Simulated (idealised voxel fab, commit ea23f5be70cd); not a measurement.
Process module name: voxel wiring stack
This is section cut - it's 285 nm across, gridded in 5 nm square cells.
Format of a cross-section: grid, square cells. Given as bands. Order: top down. Band: one or more rows of cells. Top, bottom (nm), then materials left to right with widths (nm); lone material tagged "all across" fills the whole band edge to edge; "empty" = empty space. Basically, 0 is our baseline, since under it the wafer straight out of the box is all one material. The bottom band has no lower end and keeps on going down, so it looks like "from 0 down". Read "30 to 40" as a graded width: first number on top, second number at the bottom, same change between each pair of neighbouring rows. Where a step carries "remained unchanged", the cross-section came out of it unchanged, cell for cell. In "Enclosed void list" the enclosed voids are listed, meaning empty spaces of 8 cells or larger without any opening to the top. The form is width x height at distance, distance from the left edge, units nm. If you see something after the settings on a step's line, that's the simulator's own remark about that step. The optional step-line setting "overlay nm" applies to steps with a mask and quantifies how far to the right of its planned location the mask lay, a negative value indicating leftward placement.

This section lists the process steps that were planned
1: RECEIVE | material Si
2: CONFORMAL_DEP | material SiO2 | thk nm 15
3: CONFORMAL_DEP | material SiN | thk nm 5
4: DIRECTIONAL_DEP | material SiO2 | thk nm 20
5: PATTERN | tone open | mask id METAL_1 | material resist | width nm 20 | pitch nm 45 | thk nm 20 | overlay nm 0
6: DIRECTIONAL_ETCH | etch materials SiO2 | depth nm 20
7: DIRECTIONAL_ETCH | etch materials SiN | depth nm 5
8: STRIP | etch materials resist
9: CONFORMAL_DEP | material TiN | thk nm 5
10: FILL_DEP | material Cu | thk nm 10
11: CMP | height nm 40
12: CONFORMAL_DEP | material SiCN | thk nm 5
13: DIRECTIONAL_DEP | material lowk | thk nm 15
14: DIRECTIONAL_DEP | material aC | thk nm 10
15: PATTERN | tone open | mask id PLUG_1 | material resist | width nm 15 | pitch nm 90 | thk nm 30 | overlay nm 0
16: DIRECTIONAL_ETCH | etch materials aC | depth nm 10
17: STRIP | etch materials resist
18: DIRECTIONAL_ETCH | etch materials lowk | depth nm 15
19: DIRECTIONAL_ETCH | etch materials SiCN | depth nm 5
20: STRIP | etch materials aC
21: CONFORMAL_DEP | material TiN | thk nm 5
22: FILL_DEP | material Ru | thk nm 5
23: CMP | height nm 60
24: CONFORMAL_DEP | material SiCN | thk nm 5
25: DIRECTIONAL_DEP | material lowk | thk nm 15
26: MASKED_ETCH | tone open | mask id METAL_2 | width nm 20 | pitch nm 45 | etch materials lowk | depth nm 15 | overlay nm 0
27: MASKED_ETCH | tone open | mask id METAL_2 | width nm 20 | pitch nm 45 | etch materials SiCN | depth nm 5 | overlay nm 0
28: CONFORMAL_DEP | material TiN | thk nm 5
29: FILL_DEP | material Cu | thk nm 5
30: CMP | height nm 80
31: EPI | material Ru | thk nm 5
32: FILL_DEP | material SiCN | thk nm 5

The first of two wafers, run as planned

Cross-section of the wafer as it came to us, i.e., already through step 1
- from 0 down = Si all across
- Enclosed void list: none

After step 2
- from 15 to 0 = SiO2 all across
- Below 0, the layers are the same as they were.

After step 3
- from 20 to 15 = SiN all across
- Below 15, the layers are the same as they were.

After step 4
- from 40 to 20 = SiO2 all across
- Below 20, the layers are the same as they were.

After step 5
- from 60 to 40 = resist=85 | empty=20 | resist=25 | empty=20 | resist=25 | empty=20 | resist=90
- Below 40, the layers are the same as they were.

After step 6
- from 60 to 40 = resist=85 | empty=20 | resist=25 | empty=20 | resist=25 | empty=20 | resist=90
- from 40 to 20 = SiO2=85 | empty=20 | SiO2=25 | empty=20 | SiO2=25 | empty=20 | SiO2=90
- Below 20, the layers are the same as they were.

After step 7
- from 60 to 40 = resist=85 | empty=20 | resist=25 | empty=20 | resist=25 | empty=20 | resist=90
- from 40 to 20 = SiO2=85 | empty=20 | SiO2=25 | empty=20 | SiO2=25 | empty=20 | SiO2=90
- from 20 to 15 = SiN=85 | empty=20 | SiN=25 | empty=20 | SiN=25 | empty=20 | SiN=90
- Below 15, the layers are the same as they were.

After step 8
- from 40 to 20 = SiO2=85 | empty=20 | SiO2=25 | empty=20 | SiO2=25 | empty=20 | SiO2=90
- Below 20, the layers are the same as they were.

After step 9
- from 45 to 40 = TiN=90 | empty=10 | TiN=35 | empty=10 | TiN=35 | empty=10 | TiN=95
- from 40 to 20 = SiO2=85 | TiN=5 | empty=10 | TiN=5 | SiO2=25 | TiN=5 | empty=10 | TiN=5 | SiO2=25 | TiN=5 | empty=10 | TiN=5 | SiO2=90
- from 20 to 15 = SiN=85 | TiN=20 | SiN=25 | TiN=20 | SiN=25 | TiN=20 | SiN=90
- Below 15, the layers are the same as they were.

After step 10
- from 55 to 45 = Cu all across
- from 45 to 40 = TiN=90 | Cu=10 | TiN=35 | Cu=10 | TiN=35 | Cu=10 | TiN=95
- from 40 to 20 = SiO2=85 | TiN=5 | Cu=10 | TiN=5 | SiO2=25 | TiN=5 | Cu=10 | TiN=5 | SiO2=25 | TiN=5 | Cu=10 | TiN=5 | SiO2=90
- Below 20, the layers are the same as they were.

After step 11
- from 40 to 20 = SiO2=85 | TiN=5 | Cu=10 | TiN=5 | SiO2=25 | TiN=5 | Cu=10 | TiN=5 | SiO2=25 | TiN=5 | Cu=10 | TiN=5 | SiO2=90
- Below 20, the layers are the same as they were.

After step 12
- from 45 to 40 = SiCN all across
- Below 40, the layers are the same as they were.

After step 13
- from 60 to 45 = lowk all across
- Below 45, the layers are the same as they were.

After step 14
- from 70 to 60 = aC all across
- Below 60, the layers are the same as they were.

After step 15
- from 100 to 70 = resist=85 | empty=15 | resist=75 | empty=15 | resist=95
- Below 70, the layers are the same as they were.

After step 16
- from 90 to 70 = resist=85 | empty=15 | resist=75 | empty=15 | resist=95
- from 70 to 60 = aC=85 | empty=15 | aC=75 | empty=15 | aC=95
- Below 60, the layers are the same as they were.

After step 17
- from 70 to 60 = aC=85 | empty=15 | aC=75 | empty=15 | aC=95
- Below 60, the layers are the same as they were.

After step 18
- from 70 to 60 = aC=85 | empty=15 | aC=75 | empty=15 | aC=95
- from 60 to 45 = lowk=85 | empty=15 | lowk=75 | empty=15 | lowk=95
- Below 45, the layers are the same as they were.

After step 19
- from 70 to 60 = aC=85 | empty=15 | aC=75 | empty=15 | aC=95
- from 60 to 45 = lowk=85 | empty=15 | lowk=75 | empty=15 | lowk=95
- from 45 to 40 = SiCN=85 | empty=15 | SiCN=75 | empty=15 | SiCN=95
- Below 40, the layers are the same as they were.

After step 20
- from 60 to 45 = lowk=85 | empty=15 | lowk=75 | empty=15 | lowk=95
- Below 45, the layers are the same as they were.

After step 21
- from 65 to 60 = TiN=90 | empty=5 | TiN=85 | empty=5 | TiN=100
- from 60 to 45 = lowk=85 | TiN=5 | empty=5 | TiN=5 | lowk=75 | TiN=5 | empty=5 | TiN=5 | lowk=95
- from 45 to 40 = SiCN=85 | TiN=15 | SiCN=75 | TiN=15 | SiCN=95
- Below 40, the layers are the same as they were.

After step 22
- from 70 to 65 = Ru all across
- from 65 to 60 = TiN=90 | Ru=5 | TiN=85 | Ru=5 | TiN=100
- from 60 to 45 = lowk=85 | TiN=5 | Ru=5 | TiN=5 | lowk=75 | TiN=5 | Ru=5 | TiN=5 | lowk=95
- Below 45, the layers are the same as they were.

After step 23
- from 60 to 45 = lowk=85 | TiN=5 | Ru=5 | TiN=5 | lowk=75 | TiN=5 | Ru=5 | TiN=5 | lowk=95
- Below 45, the layers are the same as they were.

After step 24
- from 65 to 60 = SiCN all across
- Below 60, the layers are the same as they were.

After step 25
- from 80 to 65 = lowk all across
- Below 65, the layers are the same as they were.

After step 26
- from 80 to 65 = lowk=85 | empty=20 | lowk=25 | empty=20 | lowk=25 | empty=20 | lowk=90
- Below 65, the layers are the same as they were.

After step 27
- from 80 to 65 = lowk=85 | empty=20 | lowk=25 | empty=20 | lowk=25 | empty=20 | lowk=90
- from 65 to 60 = SiCN=85 | empty=20 | SiCN=25 | empty=20 | SiCN=25 | empty=20 | SiCN=90
- Below 60, the layers are the same as they were.

After step 28
- from 85 to 80 = TiN=90 | empty=10 | TiN=35 | empty=10 | TiN=35 | empty=10 | TiN=95
- from 80 to 65 = lowk=85 | TiN=5 | empty=10 | TiN=5 | lowk=25 | TiN=5 | empty=10 | TiN=5 | lowk=25 | TiN=5 | empty=10 | TiN=5 | lowk=90
- from 65 to 60 = SiCN=85 | TiN=20 | SiCN=25 | TiN=20 | SiCN=25 | TiN=20 | SiCN=90
- Below 60, the layers are the same as they were.

After step 29
- from 90 to 85 = Cu all across
- from 85 to 80 = TiN=90 | Cu=10 | TiN=35 | Cu=10 | TiN=35 | Cu=10 | TiN=95
- from 80 to 65 = lowk=85 | TiN=5 | Cu=10 | TiN=5 | lowk=25 | TiN=5 | Cu=10 | TiN=5 | lowk=25 | TiN=5 | Cu=10 | TiN=5 | lowk=90
- Below 65, the layers are the same as they were.

After step 30
- from 80 to 65 = lowk=85 | TiN=5 | Cu=10 | TiN=5 | lowk=25 | TiN=5 | Cu=10 | TiN=5 | lowk=25 | TiN=5 | Cu=10 | TiN=5 | lowk=90
- Below 65, the layers are the same as they were.

After step 31
- from 85 to 80 = empty=80 | Ru=30 | empty=15 | Ru=30 | empty=15 | Ru=30 | empty=85
- Below 80, the layers are the same as they were.

After step 32
- from 90 to 85 = SiCN all across
- from 85 to 80 = SiCN=80 | Ru=30 | SiCN=15 | Ru=30 | SiCN=15 | Ru=30 | SiCN=85
- Below 80, the layers are the same as they were.

Second wafer: like start, like plan, one mistake. Through step 26 it matches the first wafer

Second wafer cross-section, taken as of the time the plan sets for step 27 to be done
- from 80 to 65 = lowk=85 | empty=20 | lowk=25 | empty=20 | lowk=25 | empty=20 | lowk=90
- from 65 to 60 = SiCN=95 | empty=10 | SiCN=35 | empty=10 | SiCN=35 | empty=10 | SiCN=90
- Below 60, the layers are the same as they were.

Second wafer cross-section, taken as of the time the plan sets for step 28 to be done
- from 85 to 80 = TiN=90 | empty=10 | TiN=35 | empty=10 | TiN=35 | empty=10 | TiN=95
- from 80 to 70 = lowk=85 | TiN=5 | empty=10 | TiN=5 | lowk=25 | TiN=5 | empty=10 | TiN=5 | lowk=25 | TiN=5 | empty=10 | TiN=5 | lowk=90
- from 70 to 65 = lowk=85 | TiN=20 | lowk=25 | TiN=20 | lowk=25 | TiN=20 | lowk=90
- from 65 to 60 = SiCN=95 | TiN=10 | SiCN=35 | TiN=10 | SiCN=35 | TiN=10 | SiCN=90
- Below 60, the layers are the same as they were.

Second wafer cross-section, taken as of the time the plan sets for step 29 to be done
- from 90 to 85 = Cu all across
- from 85 to 80 = TiN=90 | Cu=10 | TiN=35 | Cu=10 | TiN=35 | Cu=10 | TiN=95
- from 80 to 70 = lowk=85 | TiN=5 | Cu=10 | TiN=5 | lowk=25 | TiN=5 | Cu=10 | TiN=5 | lowk=25 | TiN=5 | Cu=10 | TiN=5 | lowk=90
- Below 70, the layers are the same as they were.

Second wafer cross-section, taken as of the time the plan sets for step 30 to be done
- from 80 to 70 = lowk=85 | TiN=5 | Cu=10 | TiN=5 | lowk=25 | TiN=5 | Cu=10 | TiN=5 | lowk=25 | TiN=5 | Cu=10 | TiN=5 | lowk=90
- Below 70, the layers are the same as they were.

Second wafer cross-section, taken as of the time the plan sets for step 31 to be done
- from 85 to 80 = empty=80 | Ru=30 | empty=15 | Ru=30 | empty=15 | Ru=30 | empty=85
- Below 80, the layers are the same as they were.

Second wafer cross-section, taken as of the time the plan sets for step 32 to be done
- from 90 to 85 = SiCN all across
- from 85 to 80 = SiCN=80 | Ru=30 | SiCN=15 | Ru=30 | SiCN=15 | Ru=30 | SiCN=85
- Below 80, the layers are the same as they were.
Deviation from plan: note that step 27 departed from the planned setting and was carried out as MASKED_ETCH | tone open | mask id METAL_2 | width nm 20 | pitch nm 45 | etch materials SiCN | depth nm 5 | overlay nm 10
The final cell counts differ between the wafers, with the second having more or fewer of some materials than the first: Cu: 6 fewer; SiCN: 6 more
